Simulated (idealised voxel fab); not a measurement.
Module name: voxel trench capacitor (process module)
The width of the displayed cross-section, cut, is 185 nm; its cells are square, with a size of 5 nm.
A cross-section in this document is a grid of square cells, and it is written down as bands, the top band listed before the ones below it; a band is made up of one or more rows of cells.
Heads up on the band format: heights come first, top then bottom, in nm. After that it's the materials left to right, each with its width in nm. A single material flagged "everywhere" fills the whole band edge to edge, and "empty" means there's empty space there.
The level at which height equals 0 is the one under which the wafer, as it arrives, is entirely one material. No lower edge exists for the bottom band, which continues downward and is notated as in "0 nm and below".
Top row gets the first number, bottom row gets the second, and each row in between changes by the same step: that is how a band width like "30 to 40" works.
When a step is marked "remained unchanged", none of the cells in the cross-section changed during that step.
Entry "Unvented voids" = empty spaces >= 8 cells with no open way to the top; each as width x height at distance, distance from left edge, all nm.
If you see something after the settings on a step's line, that's the simulator's own remark about that step.
overlay nm: how far to the right of its planned place the mask lay on this masked step (negative: to the left).

## plan
1) RECEIVE: material Si
2) CONFORMAL_DEP: material SiN, thk nm 5
3) DIRECTIONAL_DEP: material aC, thk nm 15
4) PATTERN: tone open, mask id TRENCH, material resist, width nm 25, pitch nm 40, thk nm 35, overlay nm 0
5) DIRECTIONAL_ETCH: etch materials aC, depth nm 15
6) STRIP: etch materials resist
7) DIRECTIONAL_ETCH: etch materials SiN, depth nm 5
8) DIRECTIONAL_ETCH: etch materials Si, depth nm 30
9) STRIP: etch materials aC
10) CONFORMAL_DEP: material HfO2, thk nm 5
11) CONFORMAL_DEP: material TiN, thk nm 5
12) FILL_DEP: material W, thk nm 10
13) CMP: height nm 5

## as received, after step 1
	0 nm and below = Si everywhere
	Unvented voids: none

## The following cross-section depicts the wafer upon conclusion of the module. Processing commenced from the starting condition illustrated above and adhered to the plan illustrated above, save for one mistake in execution
	5 nm to 0 nm = 40 SiN, 5 TiN, 5 HfO2, 5 W, 5 HfO2, 5 TiN, 15 SiN, 5 TiN, 5 HfO2, 5 W, 5 HfO2, 5 TiN, 15 SiN, 5 TiN, 5 HfO2, 5 W, 5 HfO2, 5 TiN, 40 SiN
	0 nm to -20 nm = 40 Si, 5 TiN, 5 HfO2, 5 W, 5 HfO2, 5 TiN, 15 Si, 5 TiN, 5 HfO2, 5 W, 5 HfO2, 5 TiN, 15 Si, 5 TiN, 5 HfO2, 5 W, 5 HfO2, 5 TiN, 40 Si
	-20 nm to -25 nm = 40 Si, 5 TiN, 15 HfO2, 5 TiN, 15 Si, 5 TiN, 15 HfO2, 5 TiN, 15 Si, 5 TiN, 15 HfO2, 5 TiN, 40 Si
	-25 nm to -30 nm = 40 Si, 25 TiN, 15 Si, 25 TiN, 15 Si, 25 TiN, 40 Si
	-30 nm and below = Si everywhere
	Unvented voids: none
It is concluded that the wafer was processed incorrectly with respect to the plan, in that it was found that steps 10 and 11 of the process plan had been performed in exchanged positions
